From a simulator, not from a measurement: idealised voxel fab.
This section sets out a process module, namely voxel wiring stack.
Square cells of 5 nm make up the cross-section cut, whose width is 245 nm.
A cross-section is written here as square cells arranged in a grid, and it is given in bands from the top down, each band taking up one or more rows of cells. For a band, the entry starts with two heights in nm, that of the top and then that of the bottom, and carries on with the band's materials in order from left to right, each alongside its width in nm; the word "all across" beside a single material means it fills the band edge to edge, and "empty" means empty space. Heads up on the height convention: 0 is the point under which the incoming wafer is all one material, and the lowest band has no bottom, it just keeps going down, like "0 -> down". Width "30 to 40": first value at the band's top row of cells, second value at its bottom row, equal change from row to row. Given "left unchanged" for a step, no cell of the cross-section differs between before and after that step. "Unvented voids": sealed empty spaces, 8 cells or more, no open way to top, listed width x height at distance, with distance from the left edge and width, height and distance in nm. Anything after a step's settings on that line? It's the simulator's own note about the step. A step line may carry the setting "overlay nm", which, for steps involving a mask, states the distance by which the mask lay to the right of its intended position; negative values denote displacement to the left. Each pair below shows a cross-section before one step and the cross-section after it, down to the lowest band that changed. The line under each pair gives the step between them, with its settings. The pairs can come from different runs of this module on the same starting wafer, so a pair continues from the pair above only where its "Before step" says so.

-- Before step
	0 -> down  Si all across
	Unvented voids: none

-- after
	10 -> 0  SiO2 all across
	At heights below 0, the structure remains unaltered.
	Unvented voids: none
Quick note on the step between the two cross-sections above: CONFORMAL_DEP: material SiO2, thk nm 10

Before step: nothing new to draw here, it's the after view of the pair just above.

-- after
	15 -> 10  SiCN all across
	At heights below 10, the structure remains unaltered.
	Unvented voids: none
Quick note on the step between the two cross-sections above: CONFORMAL_DEP: material SiCN, thk nm 5

Before step: nothing new to draw here, it's the after view of the pair just above.

-- after
	35 -> 15  lowk all across
	At heights below 15, the structure remains unaltered.
	Unvented voids: none
Quick note on the step between the two cross-sections above: DIRECTIONAL_DEP: material lowk, thk nm 20

Before step: nothing new to draw here, it's the after view of the pair just above.

-- after
	55 -> 35  resist: 25, empty: 25, resist: 30, empty: 25, resist: 30, empty: 25, resist: 30, empty: 25, resist: 30
	At heights below 35, the structure remains unaltered.
	Unvented voids: none
Quick note on the step between the two cross-sections above: PATTERN: tone open, mask id METAL_1, material resist, width nm 25, pitch nm 55, thk nm 20, overlay nm 0

Before step: nothing new to draw here, it's the after view of the pair just above.

-- after
	55 -> 35  resist: 25, empty: 25, resist: 30, empty: 25, resist: 30, empty: 25, resist: 30, empty: 25, resist: 30
	35 -> 15  lowk: 25, empty: 25, lowk: 30, empty: 25, lowk: 30, empty: 25, lowk: 30, empty: 25, lowk: 30
	At heights below 15, the structure remains unaltered.
	Unvented voids: none
Quick note on the step between the two cross-sections above: DIRECTIONAL_ETCH: etch materials lowk, depth nm 20

Before step: nothing new to draw here, it's the after view of the pair just above.

-- after
	55 -> 35  resist: 25, empty: 25, resist: 30, empty: 25, resist: 30, empty: 25, resist: 30, empty: 25, resist: 30
	35 -> 15  lowk: 25, empty: 25, lowk: 30, empty: 25, lowk: 30, empty: 25, lowk: 30, empty: 25, lowk: 30
	15 -> 10  SiCN: 25, empty: 25, SiCN: 30, empty: 25, SiCN: 30, empty: 25, SiCN: 30, empty: 25, SiCN: 30
	At heights below 10, the structure remains unaltered.
	Unvented voids: none
Quick note on the step between the two cross-sections above: DIRECTIONAL_ETCH: etch materials SiCN, depth nm 5

Before step: nothing new to draw here, it's the after view of the pair just above.

-- after
	35 -> 15  lowk: 25, empty: 25, lowk: 30, empty: 25, lowk: 30, empty: 25, lowk: 30, empty: 25, lowk: 30
	At heights below 15, the structure remains unaltered.
	Unvented voids: none
Quick note on the step between the two cross-sections above: STRIP: etch materials resist

Before step: nothing new to draw here, it's the after view of the pair just above.

-- after
	40 -> 35  TiN: 30, empty: 15, TiN: 40, empty: 15, TiN: 40, empty: 15, TiN: 40, empty: 15, TiN: 35
	35 -> 15  lowk: 25, TiN: 5, empty: 15, TiN: 5, lowk: 30, TiN: 5, empty: 15, TiN: 5, lowk: 30, TiN: 5, empty: 15, TiN: 5, lowk: 30, TiN: 5, empty: 15, TiN: 5, lowk: 30
	15 -> 10  SiCN: 25, TiN: 25, SiCN: 30, TiN: 25, SiCN: 30, TiN: 25, SiCN: 30, TiN: 25, SiCN: 30
	At heights below 10, the structure remains unaltered.
	Unvented voids: none
Quick note on the step between the two cross-sections above: CONFORMAL_DEP: material TiN, thk nm 5

Before step: nothing new to draw here, it's the after view of the pair just above.

-- after
	50 -> 40  W all across
	40 -> 35  TiN: 30, W: 15, TiN: 40, W: 15, TiN: 40, W: 15, TiN: 40, W: 15, TiN: 35
	35 -> 15  lowk: 25, TiN: 5, W: 15, TiN: 5, lowk: 30, TiN: 5, W: 15, TiN: 5, lowk: 30, TiN: 5, W: 15, TiN: 5, lowk: 30, TiN: 5, W: 15, TiN: 5, lowk: 30
	At heights below 15, the structure remains unaltered.
	Unvented voids: none
Quick note on the step between the two cross-sections above: FILL_DEP: material W, thk nm 10

Before step: nothing new to draw here, it's the after view of the pair just above.

-- after
	35 -> 15  lowk: 25, TiN: 5, W: 15, TiN: 5, lowk: 30, TiN: 5, W: 15, TiN: 5, lowk: 30, TiN: 5, W: 15, TiN: 5, lowk: 30, TiN: 5, W: 15, TiN: 5, lowk: 30
	At heights below 15, the structure remains unaltered.
	Unvented voids: none
Quick note on the step between the two cross-sections above: CMP: height nm 35

Before step: nothing new to draw here, it's the after view of the pair just above.

-- after
	40 -> 35  SiCN all across
	At heights below 35, the structure remains unaltered.
	Unvented voids: none
Quick note on the step between the two cross-sections above: CONFORMAL_DEP: material SiCN, thk nm 5

Before step: nothing new to draw here, it's the after view of the pair just above.

-- after
	75 -> 40  lowk all across
	At heights below 40, the structure remains unaltered.
	Unvented voids: none
Quick note on the step between the two cross-sections above: DIRECTIONAL_DEP: material lowk, thk nm 35

Before step: nothing new to draw here, it's the after view of the pair just above.

-- after
	90 -> 75  resist: 25, empty: 25, resist: 30, empty: 25, resist: 30, empty: 25, resist: 30, empty: 25, resist: 30
	At heights below 75, the structure remains unaltered.
	Unvented voids: none
Quick note on the step between the two cross-sections above: PATTERN: tone open, mask id METAL_2, material resist, width nm 25, pitch nm 55, thk nm 15, overlay nm 0

Before step: nothing new to draw here, it's the after view of the pair just above.

-- after
	90 -> 75  resist: 25, empty: 25, resist: 30, empty: 25, resist: 30, empty: 25, resist: 30, empty: 25, resist: 30
	75 -> 55  lowk: 25, empty: 25, lowk: 30, empty: 25, lowk: 30, empty: 25, lowk: 30, empty: 25, lowk: 30
	At heights below 55, the structure remains unaltered.
	Unvented voids: none
Quick note on the step between the two cross-sections above: DIRECTIONAL_ETCH: etch materials lowk, depth nm 20

Before step: nothing new to draw here, it's the after view of the pair just above.

-- after
	75 -> 55  lowk: 25, empty: 25, lowk: 30, empty: 25, lowk: 30, empty: 25, lowk: 30, empty: 25, lowk: 30
	At heights below 55, the structure remains unaltered.
	Unvented voids: none
Quick note on the step between the two cross-sections above: STRIP: etch materials resist

Before step: nothing new to draw here, it's the after view of the pair just above.

-- after
	95 -> 75  resist: 25, empty: 15, resist: 95, empty: 15, resist: 95
	75 -> 55  lowk: 25, empty: 15, resist: 10, lowk: 30, resist: 25, lowk: 30, empty: 15, resist: 10, lowk: 30, resist: 25, lowk: 30
	At heights below 55, the structure remains unaltered.
	Unvented voids: none
Quick note on the step between the two cross-sections above: PATTERN: tone open, mask id METAL_2_HOLES, material resist, width nm 15, pitch nm 110, thk nm 20, overlay nm 0

Before step: nothing new to draw here, it's the after view of the pair just above.

-- after
	95 -> 75  resist: 25, empty: 15, resist: 95, empty: 15, resist: 95
	75 -> 55  lowk: 25, empty: 15, resist: 10, lowk: 30, resist: 25, lowk: 30, empty: 15, resist: 10, lowk: 30, resist: 25, lowk: 30
	55 -> 40  lowk: 25, empty: 15, lowk: 95, empty: 15, lowk: 95
	At heights below 40, the structure remains unaltered.
	Unvented voids: none
Quick note on the step between the two cross-sections above: DIRECTIONAL_ETCH: etch materials lowk, depth nm 15

Before step: nothing new to draw here, it's the after view of the pair just above.

-- after
	95 -> 75  resist: 25, empty: 15, resist: 95, empty: 15, resist: 95
	75 -> 55  lowk: 25, empty: 15, resist: 10, lowk: 30, resist: 25, lowk: 30, empty: 15, resist: 10, lowk: 30, resist: 25, lowk: 30
	55 -> 40  lowk: 25, empty: 15, lowk: 95, empty: 15, lowk: 95
	40 -> 35  SiCN: 25, empty: 15, SiCN: 95, empty: 15, SiCN: 95
	At heights below 35, the structure remains unaltered.
	Unvented voids: none
Quick note on the step between the two cross-sections above: DIRECTIONAL_ETCH: etch materials SiCN, depth nm 5

Before step: nothing new to draw here, it's the after view of the pair just above.

-- after
	75 -> 55  lowk: 25, empty: 25, lowk: 30, empty: 25, lowk: 30, empty: 25, lowk: 30, empty: 25, lowk: 30
	At heights below 55, the structure remains unaltered.
	Unvented voids: none
Quick note on the step between the two cross-sections above: STRIP: etch materials resist

Before step: nothing new to draw here, it's the after view of the pair just above.

-- after
	80 -> 75  TiN: 30, empty: 15, TiN: 40, empty: 15, TiN: 40, empty: 15, TiN: 40, empty: 15, TiN: 35
	75 -> 60  lowk: 25, TiN: 5, empty: 15, TiN: 5, lowk: 30, TiN: 5, empty: 15, TiN: 5, lowk: 30, TiN: 5, empty: 15, TiN: 5, lowk: 30, TiN: 5, empty: 15, TiN: 5, lowk: 30
	60 -> 55  lowk: 25, TiN: 5, empty: 5, TiN: 15, lowk: 30, TiN: 25, lowk: 30, TiN: 5, empty: 5, TiN: 15, lowk: 30, TiN: 25, lowk: 30
	55 -> 40  lowk: 25, TiN: 5, empty: 5, TiN: 5, lowk: 95, TiN: 5, empty: 5, TiN: 5, lowk: 95
	40 -> 35  SiCN: 25, TiN: 15, SiCN: 95, TiN: 15, SiCN: 95
	At heights below 35, the structure remains unaltered.
	Unvented voids: none
Quick note on the step between the two cross-sections above: CONFORMAL_DEP: material TiN, thk nm 5

Before step: nothing new to draw here, it's the after view of the pair just above.

-- after
	85 -> 80  Cu all across
	80 -> 75  TiN: 30, Cu: 15, TiN: 40, Cu: 15, TiN: 40, Cu: 15, TiN: 40, Cu: 15, TiN: 35
	75 -> 60  lowk: 25, TiN: 5, Cu: 15, TiN: 5, lowk: 30, TiN: 5, Cu: 15, TiN: 5, lowk: 30, TiN: 5, Cu: 15, TiN: 5, lowk: 30, TiN: 5, Cu: 15, TiN: 5, lowk: 30
	60 -> 55  lowk: 25, TiN: 5, Cu: 5, TiN: 15, lowk: 30, TiN: 25, lowk: 30, TiN: 5, Cu: 5, TiN: 15, lowk: 30, TiN: 25, lowk: 30
	55 -> 40  lowk: 25, TiN: 5, Cu: 5, TiN: 5, lowk: 95, TiN: 5, Cu: 5, TiN: 5, lowk: 95
	At heights below 40, the structure remains unaltered.
	Unvented voids: none
Quick note on the step between the two cross-sections above: FILL_DEP: material Cu, thk nm 5

Before step: nothing new to draw here, it's the after view of the pair just above.

-- after
	75 -> 60  lowk: 25, TiN: 5, Cu: 15, TiN: 5, lowk: 30, TiN: 5, Cu: 15, TiN: 5, lowk: 30, TiN: 5, Cu: 15, TiN: 5, lowk: 30, TiN: 5, Cu: 15, TiN: 5, lowk: 30
	At heights below 60, the structure remains unaltered.
	Unvented voids: none
Quick note on the step between the two cross-sections above: CMP: height nm 75

Before step: nothing new to draw here, it's the after view of the pair just above.

-- after
	80 -> 75  SiN all across
	At heights below 75, the structure remains unaltered.
	Unvented voids: none
Quick note on the step between the two cross-sections above: CONFORMAL_DEP: material SiN, thk nm 5

-- Before step
	50 -> 40  W all across
	40 -> 35  TiN: 30, W: 15, TiN: 40, W: 15, TiN: 40, W: 15, TiN: 40, W: 15, TiN: 35
	35 -> 15  lowk: 25, TiN: 5, W: 15, TiN: 5, lowk: 30, TiN: 5, W: 15, TiN: 5, lowk: 30, TiN: 5, W: 15, TiN: 5, lowk: 30, TiN: 5, W: 15, TiN: 5, lowk: 30
	15 -> 10  SiCN: 25, TiN: 25, SiCN: 30, TiN: 25, SiCN: 30, TiN: 25, SiCN: 30, TiN: 25, SiCN: 30
	10 -> 0  SiO2 all across
	0 -> down  Si all across
	Unvented voids: none

-- after
	55 -> 50  SiCN all across
	At heights below 50, the structure remains unaltered.
	Unvented voids: none
Quick note on the step between the two cross-sections above: CONFORMAL_DEP: material SiCN, thk nm 5

Before step: nothing new to draw here, it's the after view of the pair just above.

-- after
	90 -> 55  lowk all across
	At heights below 55, the structure remains unaltered.
	Unvented voids: none
Quick note on the step between the two cross-sections above: DIRECTIONAL_DEP: material lowk, thk nm 35

Before step: nothing new to draw here, it's the after view of the pair just above.

-- after
	105 -> 90  resist: 25, empty: 25, resist: 30, empty: 25, resist: 30, empty: 25, resist: 30, empty: 25, resist: 30
	At heights below 90, the structure remains unaltered.
	Unvented voids: none
Quick note on the step between the two cross-sections above: PATTERN: tone open, mask id METAL_2, material resist, width nm 25, pitch nm 55, thk nm 15, overlay nm 0

Before step: nothing new to draw here, it's the after view of the pair just above.

-- after
	105 -> 90  resist: 25, empty: 25, resist: 30, empty: 25, resist: 30, empty: 25, resist: 30, empty: 25, resist: 30
	90 -> 70  lowk: 25, empty: 25, lowk: 30, empty: 25, lowk: 30, empty: 25, lowk: 30, empty: 25, lowk: 30
	At heights below 70, the structure remains unaltered.
	Unvented voids: none
Quick note on the step between the two cross-sections above: DIRECTIONAL_ETCH: etch materials lowk, depth nm 20

Before step: nothing new to draw here, it's the after view of the pair just above.

-- after
	90 -> 70  lowk: 25, empty: 25, lowk: 30, empty: 25, lowk: 30, empty: 25, lowk: 30, empty: 25, lowk: 30
	At heights below 70, the structure remains unaltered.
	Unvented voids: none
Quick note on the step between the two cross-sections above: STRIP: etch materials resist

Before step: nothing new to draw here, it's the after view of the pair just above.

-- after
	110 -> 90  resist: 25, empty: 15, resist: 95, empty: 15, resist: 95
	90 -> 70  lowk: 25, empty: 15, resist: 10, lowk: 30, resist: 25, lowk: 30, empty: 15, resist: 10, lowk: 30, resist: 25, lowk: 30
	At heights below 70, the structure remains unaltered.
	Unvented voids: none
Quick note on the step between the two cross-sections above: PATTERN: tone open, mask id METAL_2_HOLES, material resist, width nm 15, pitch nm 110, thk nm 20, overlay nm 0

Before step: nothing new to draw here, it's the after view of the pair just above.

-- after
	110 -> 90  resist: 25, empty: 15, resist: 95, empty: 15, resist: 95
	90 -> 70  lowk: 25, empty: 15, resist: 10, lowk: 30, resist: 25, lowk: 30, empty: 15, resist: 10, lowk: 30, resist: 25, lowk: 30
	70 -> 55  lowk: 25, empty: 15, lowk: 95, empty: 15, lowk: 95
	At heights below 55, the structure remains unaltered.
	Unvented voids: none
Quick note on the step between the two cross-sections above: DIRECTIONAL_ETCH: etch materials lowk, depth nm 15

Before step: nothing new to draw here, it's the after view of the pair just above.

-- after
	110 -> 90  resist: 25, empty: 15, resist: 95, empty: 15, resist: 95
	90 -> 70  lowk: 25, empty: 15, resist: 10, lowk: 30, resist: 25, lowk: 30, empty: 15, resist: 10, lowk: 30, resist: 25, lowk: 30
	70 -> 55  lowk: 25, empty: 15, lowk: 95, empty: 15, lowk: 95
	55 -> 50  SiCN: 25, empty: 15, SiCN: 95, empty: 15, SiCN: 95
	At heights below 50, the structure remains unaltered.
	Unvented voids: none
Quick note on the step between the two cross-sections above: DIRECTIONAL_ETCH: etch materials SiCN, depth nm 5

Before step: nothing new to draw here, it's the after view of the pair just above.

-- after
	90 -> 70  lowk: 25, empty: 25, lowk: 30, empty: 25, lowk: 30, empty: 25, lowk: 30, empty: 25, lowk: 30
	At heights below 70, the structure remains unaltered.
	Unvented voids: none
Quick note on the step between the two cross-sections above: STRIP: etch materials resist

Before step: nothing new to draw here, it's the after view of the pair just above.

-- after
	95 -> 90  TiN: 30, empty: 15, TiN: 40, empty: 15, TiN: 40, empty: 15, TiN: 40, empty: 15, TiN: 35
	90 -> 75  lowk: 25, TiN: 5, empty: 15, TiN: 5, lowk: 30, TiN: 5, empty: 15, TiN: 5, lowk: 30, TiN: 5, empty: 15, TiN: 5, lowk: 30, TiN: 5, empty: 15, TiN: 5, lowk: 30
	75 -> 70  lowk: 25, TiN: 5, empty: 5, TiN: 15, lowk: 30, TiN: 25, lowk: 30, TiN: 5, empty: 5, TiN: 15, lowk: 30, TiN: 25, lowk: 30
	70 -> 55  lowk: 25, TiN: 5, empty: 5, TiN: 5, lowk: 95, TiN: 5, empty: 5, TiN: 5, lowk: 95
	55 -> 50  SiCN: 25, TiN: 15, SiCN: 95, TiN: 15, SiCN: 95
	At heights below 50, the structure remains unaltered.
	Unvented voids: none
Quick note on the step between the two cross-sections above: CONFORMAL_DEP: material TiN, thk nm 5

Before step: nothing new to draw here, it's the after view of the pair just above.

-- after
	100 -> 95  Cu all across
	95 -> 90  TiN: 30, Cu: 15, TiN: 40, Cu: 15, TiN: 40, Cu: 15, TiN: 40, Cu: 15, TiN: 35
	90 -> 75  lowk: 25, TiN: 5, Cu: 15, TiN: 5, lowk: 30, TiN: 5, Cu: 15, TiN: 5, lowk: 30, TiN: 5, Cu: 15, TiN: 5, lowk: 30, TiN: 5, Cu: 15, TiN: 5, lowk: 30
	75 -> 70  lowk: 25, TiN: 5, Cu: 5, TiN: 15, lowk: 30, TiN: 25, lowk: 30, TiN: 5, Cu: 5, TiN: 15, lowk: 30, TiN: 25, lowk: 30
	70 -> 55  lowk: 25, TiN: 5, Cu: 5, TiN: 5, lowk: 95, TiN: 5, Cu: 5, TiN: 5, lowk: 95
	At heights below 55, the structure remains unaltered.
	Unvented voids: none
Quick note on the step between the two cross-sections above: FILL_DEP: material Cu, thk nm 5

Before step: nothing new to draw here, it's the after view of the pair just above.

-- after
	75 -> 70  lowk: 25, TiN: 5, Cu: 5, TiN: 15, lowk: 30, TiN: 25, lowk: 30, TiN: 5, Cu: 5, TiN: 15, lowk: 30, TiN: 25, lowk: 30
	At heights below 70, the structure remains unaltered.
	Unvented voids: none
Quick note on the step between the two cross-sections above: CMP: height nm 75

Before step: nothing new to draw here, it's the after view of the pair just above.

-- after
	80 -> 75  SiN all across
	At heights below 75, the structure remains unaltered.
	Unvented voids: none
Quick note on the step between the two cross-sections above: CONFORMAL_DEP: material SiN, thk nm 5

-- Before step
	75 -> 40  lowk all across
	40 -> 35  SiCN all across
	35 -> 15  lowk: 25, TiN: 5, W: 15, TiN: 5, lowk: 30, TiN: 5, W: 15, TiN: 5, lowk: 30, TiN: 5, W: 15, TiN: 5, lowk: 30, TiN: 5, W: 15, TiN: 5, lowk: 30
	15 -> 10  SiCN: 25, TiN: 25, SiCN: 30, TiN: 25, SiCN: 30, TiN: 25, SiCN: 30, TiN: 25, SiCN: 30
	10 -> 0  SiO2 all across
	0 -> down  Si all across
	Unvented voids: none

-- after
	110 -> 40  lowk all across
	At heights below 40, the structure remains unaltered.
	Unvented voids: none
Quick note on the step between the two cross-sections above: DIRECTIONAL_DEP: material lowk, thk nm 35

Before step: nothing new to draw here, it's the after view of the pair just above.

-- after
	125 -> 110  resist: 25, empty: 25, resist: 30, empty: 25, resist: 30, empty: 25, resist: 30, empty: 25, resist: 30
	At heights below 110, the structure remains unaltered.
	Unvented voids: none
Quick note on the step between the two cross-sections above: PATTERN: tone open, mask id METAL_2, material resist, width nm 25, pitch nm 55, thk nm 15, overlay nm 0

Before step: nothing new to draw here, it's the after view of the pair just above.

-- after
	125 -> 110  resist: 25, empty: 25, resist: 30, empty: 25, resist: 30, empty: 25, resist: 30, empty: 25, resist: 30
	110 -> 90  lowk: 25, empty: 25, lowk: 30, empty: 25, lowk: 30, empty: 25, lowk: 30, empty: 25, lowk: 30
	At heights below 90, the structure remains unaltered.
	Unvented voids: none
Quick note on the step between the two cross-sections above: DIRECTIONAL_ETCH: etch materials lowk, depth nm 20

Before step: nothing new to draw here, it's the after view of the pair just above.

-- after
	110 -> 90  lowk: 25, empty: 25, lowk: 30, empty: 25, lowk: 30, empty: 25, lowk: 30, empty: 25, lowk: 30
	At heights below 90, the structure remains unaltered.
	Unvented voids: none
Quick note on the step between the two cross-sections above: STRIP: etch materials resist

Before step: nothing new to draw here, it's the after view of the pair just above.

-- after
	130 -> 110  resist: 25, empty: 15, resist: 95, empty: 15, resist: 95
	110 -> 90  lowk: 25, empty: 15, resist: 10, lowk: 30, resist: 25, lowk: 30, empty: 15, resist: 10, lowk: 30, resist: 25, lowk: 30
	At heights below 90, the structure remains unaltered.
	Unvented voids: none
Quick note on the step between the two cross-sections above: PATTERN: tone open, mask id METAL_2_HOLES, material resist, width nm 15, pitch nm 110, thk nm 20, overlay nm 0

Before step: nothing new to draw here, it's the after view of the pair just above.

-- after
	130 -> 110  resist: 25, empty: 15, resist: 95, empty: 15, resist: 95
	110 -> 90  lowk: 25, empty: 15, resist: 10, lowk: 30, resist: 25, lowk: 30, empty: 15, resist: 10, lowk: 30, resist: 25, lowk: 30
	90 -> 75  lowk: 25, empty: 15, lowk: 95, empty: 15, lowk: 95
	At heights below 75, the structure remains unaltered.
	Unvented voids: none
Quick note on the step between the two cross-sections above: DIRECTIONAL_ETCH: etch materials lowk, depth nm 15

Before step: nothing new to draw here, it's the after view of the pair just above.

-- after
	110 -> 90  lowk: 25, empty: 25, lowk: 30, empty: 25, lowk: 30, empty: 25, lowk: 30, empty: 25, lowk: 30
	At heights below 90, the structure remains unaltered.
	Unvented voids: none
Quick note on the step between the two cross-sections above: STRIP: etch materials resist

Before step: nothing new to draw here, it's the after view of the pair just above.

-- after
	115 -> 110  TiN: 30, empty: 15, TiN: 40, empty: 15, TiN: 40, empty: 15, TiN: 40, empty: 15, TiN: 35
	110 -> 95  lowk: 25, TiN: 5, empty: 15, TiN: 5, lowk: 30, TiN: 5, empty: 15, TiN: 5, lowk: 30, TiN: 5, empty: 15, TiN: 5, lowk: 30, TiN: 5, empty: 15, TiN: 5, lowk: 30
	95 -> 90  lowk: 25, TiN: 5, empty: 5, TiN: 15, lowk: 30, TiN: 25, lowk: 30, TiN: 5, empty: 5, TiN: 15, lowk: 30, TiN: 25, lowk: 30
	90 -> 80  lowk: 25, TiN: 5, empty: 5, TiN: 5, lowk: 95, TiN: 5, empty: 5, TiN: 5, lowk: 95
	80 -> 75  lowk: 25, TiN: 15, lowk: 95, TiN: 15, lowk: 95
	At heights below 75, the structure remains unaltered.
	Unvented voids: none
Quick note on the step between the two cross-sections above: CONFORMAL_DEP: material TiN, thk nm 5

Before step: nothing new to draw here, it's the after view of the pair just above.

-- after
	120 -> 115  Cu all across
	115 -> 110  TiN: 30, Cu: 15, TiN: 40, Cu: 15, TiN: 40, Cu: 15, TiN: 40, Cu: 15, TiN: 35
	110 -> 95  lowk: 25, TiN: 5, Cu: 15, TiN: 5, lowk: 30, TiN: 5, Cu: 15, TiN: 5, lowk: 30, TiN: 5, Cu: 15, TiN: 5, lowk: 30, TiN: 5, Cu: 15, TiN: 5, lowk: 30
	95 -> 90  lowk: 25, TiN: 5, Cu: 5, TiN: 15, lowk: 30, TiN: 25, lowk: 30, TiN: 5, Cu: 5, TiN: 15, lowk: 30, TiN: 25, lowk: 30
	90 -> 80  lowk: 25, TiN: 5, Cu: 5, TiN: 5, lowk: 95, TiN: 5, Cu: 5, TiN: 5, lowk: 95
	At heights below 80, the structure remains unaltered.
	Unvented voids: none
Quick note on the step between the two cross-sections above: FILL_DEP: material Cu, thk nm 5

Before step: nothing new to draw here, it's the after view of the pair just above.

-- after
	75 -> 40  lowk all across
	At heights below 40, the structure remains unaltered.
	Unvented voids: none
Quick note on the step between the two cross-sections above: CMP: height nm 75

Before step: nothing new to draw here, it's the after view of the pair just above.

-- after
	80 -> 75  SiN all across
	At heights below 75, the structure remains unaltered.
	Unvented voids: none
Quick note on the step between the two cross-sections above: CONFORMAL_DEP: material SiN, thk nm 5

-- Before step
	35 -> 15  lowk: 25, TiN: 5, W: 15, TiN: 5, lowk: 30, TiN: 5, W: 15, TiN: 5, lowk: 30, TiN: 5, W: 15, TiN: 5, lowk: 30, TiN: 5, W: 15, TiN: 5, lowk: 30
	15 -> 10  SiCN: 25, TiN: 25, SiCN: 30, TiN: 25, SiCN: 30, TiN: 25, SiCN: 30, TiN: 25, SiCN: 30
	10 -> 0  SiO2 all across
	0 -> down  Si all across
	Unvented voids: none

-- after
	70 -> 35  lowk all across
	At heights below 35, the structure remains unaltered.
	Unvented voids: none
Quick note on the step between the two cross-sections above: DIRECTIONAL_DEP: material lowk, thk nm 35

Before step: nothing new to draw here, it's the after view of the pair just above.

-- after
	75 -> 70  SiCN all across
	At heights below 70, the structure remains unaltered.
	Unvented voids: none
Quick note on the step between the two cross-sections above: CONFORMAL_DEP: material SiCN, thk nm 5

Before step: nothing new to draw here, it's the after view of the pair just above.

-- after
	90 -> 75  resist: 25, empty: 25, resist: 30, empty: 25, resist: 30, empty: 25, resist: 30, empty: 25, resist: 30
	At heights below 75, the structure remains unaltered.
	Unvented voids: none
Quick note on the step between the two cross-sections above: PATTERN: tone open, mask id METAL_2, material resist, width nm 25, pitch nm 55, thk nm 15, overlay nm 0

Before step: nothing new to draw here, it's the after view of the pair just above.

-- after
	75 -> 70  SiCN all across
	At heights below 70, the structure remains unaltered.
	Unvented voids: none
Quick note on the step between the two cross-sections above: STRIP: etch materials resist

Before step: nothing new to draw here, it's the after view of the pair just above.

-- after
	95 -> 75  resist: 25, empty: 15, resist: 95, empty: 15, resist: 95
	At heights below 75, the structure remains unaltered.
	Unvented voids: none
Quick note on the step between the two cross-sections above: PATTERN: tone open, mask id METAL_2_HOLES, material resist, width nm 15, pitch nm 110, thk nm 20, overlay nm 0

Before step: nothing new to draw here, it's the after view of the pair just above.

-- after
	95 -> 75  resist: 25, empty: 15, resist: 95, empty: 15, resist: 95
	75 -> 70  SiCN: 25, empty: 15, SiCN: 95, empty: 15, SiCN: 95
	At heights below 70, the structure remains unaltered.
	Unvented voids: none
Quick note on the step between the two cross-sections above: DIRECTIONAL_ETCH: etch materials SiCN, depth nm 5

Before step: nothing new to draw here, it's the after view of the pair just above.

-- after
	75 -> 70  SiCN: 25, empty: 15, SiCN: 95, empty: 15, SiCN: 95
	At heights below 70, the structure remains unaltered.
	Unvented voids: none
Quick note on the step between the two cross-sections above: STRIP: etch materials resist

Before step: nothing new to draw here, it's the after view of the pair just above.

-- after
	80 -> 75  TiN: 30, empty: 5, TiN: 105, empty: 5, TiN: 100
	75 -> 70  SiCN: 25, TiN: 15, SiCN: 95, TiN: 15, SiCN: 95
	At heights below 70, the structure remains unaltered.
	Unvented voids: none
Quick note on the step between the two cross-sections above: CONFORMAL_DEP: material TiN, thk nm 5

Before step: nothing new to draw here, it's the after view of the pair just above.

-- after
	85 -> 80  Cu all across
	80 -> 75  TiN: 30, Cu: 5, TiN: 105, Cu: 5, TiN: 100
	At heights below 75, the structure remains unaltered.
	Unvented voids: none
Quick note on the step between the two cross-sections above: FILL_DEP: material Cu, thk nm 5

Before step: nothing new to draw here, it's the after view of the pair just above.

-- after
	75 -> 70  SiCN: 25, TiN: 15, SiCN: 95, TiN: 15, SiCN: 95
	At heights below 70, the structure remains unaltered.
	Unvented voids: none
Quick note on the step between the two cross-sections above: CMP: height nm 75

Before step: nothing new to draw here, it's the after view of the pair just above.

-- after
	80 -> 75  SiN all across
	At heights below 75, the structure remains unaltered.
	Unvented voids: none
Quick note on the step between the two cross-sections above: CONFORMAL_DEP: material SiN, thk nm 5

-- Before step
	50 -> 40  W all across
	40 -> 35  TiN: 30, W: 15, TiN: 40, W: 15, TiN: 40, W: 15, TiN: 40, W: 15, TiN: 35
	35 -> 15  lowk: 25, TiN: 5, W: 15, TiN: 5, lowk: 30, TiN: 5, W: 15, TiN: 5, lowk: 30, TiN: 5, W: 15, TiN: 5, lowk: 30, TiN: 5, W: 15, TiN: 5, lowk: 30
	15 -> 10  SiCN: 25, TiN: 25, SiCN: 30, TiN: 25, SiCN: 30, TiN: 25, SiCN: 30, TiN: 25, SiCN: 30
	10 -> 0  SiO2 all across
	0 -> down  Si all across
	Unvented voids: none

-- after
	30 -> 15  lowk: 25, TiN: 5, W: 15, TiN: 5, lowk: 30, TiN: 5, W: 15, TiN: 5, lowk: 30, TiN: 5, W: 15, TiN: 5, lowk: 30, TiN: 5, W: 15, TiN: 5, lowk: 30
	At heights below 15, the structure remains unaltered.
	Unvented voids: none
Quick note on the step between the two cross-sections above: CMP: height nm 30

Before step: nothing new to draw here, it's the after view of the pair just above.

-- after
	35 -> 30  SiCN all across
	At heights below 30, the structure remains unaltered.
	Unvented voids: none
Quick note on the step between the two cross-sections above: CONFORMAL_DEP: material SiCN, thk nm 5

Before step: nothing new to draw here, it's the after view of the pair just above.

-- after
	70 -> 35  lowk all across
	At heights below 35, the structure remains unaltered.
	Unvented voids: none
Quick note on the step between the two cross-sections above: DIRECTIONAL_DEP: material lowk, thk nm 35

Before step: nothing new to draw here, it's the after view of the pair just above.

-- after
	85 -> 70  resist: 25, empty: 25, resist: 30, empty: 25, resist: 30, empty: 25, resist: 30, empty: 25, resist: 30
	At heights below 70, the structure remains unaltered.
	Unvented voids: none
Quick note on the step between the two cross-sections above: PATTERN: tone open, mask id METAL_2, material resist, width nm 25, pitch nm 55, thk nm 15, overlay nm 0

Before step: nothing new to draw here, it's the after view of the pair just above.

-- after
	85 -> 70  resist: 25, empty: 25, resist: 30, empty: 25, resist: 30, empty: 25, resist: 30, empty: 25, resist: 30
	70 -> 50  lowk: 25, empty: 25, lowk: 30, empty: 25, lowk: 30, empty: 25, lowk: 30, empty: 25, lowk: 30
	At heights below 50, the structure remains unaltered.
	Unvented voids: none
Quick note on the step between the two cross-sections above: DIRECTIONAL_ETCH: etch materials lowk, depth nm 20

Before step: nothing new to draw here, it's the after view of the pair just above.

-- after
	70 -> 50  lowk: 25, empty: 25, lowk: 30, empty: 25, lowk: 30, empty: 25, lowk: 30, empty: 25, lowk: 30
	At heights below 50, the structure remains unaltered.
	Unvented voids: none
Quick note on the step between the two cross-sections above: STRIP: etch materials resist
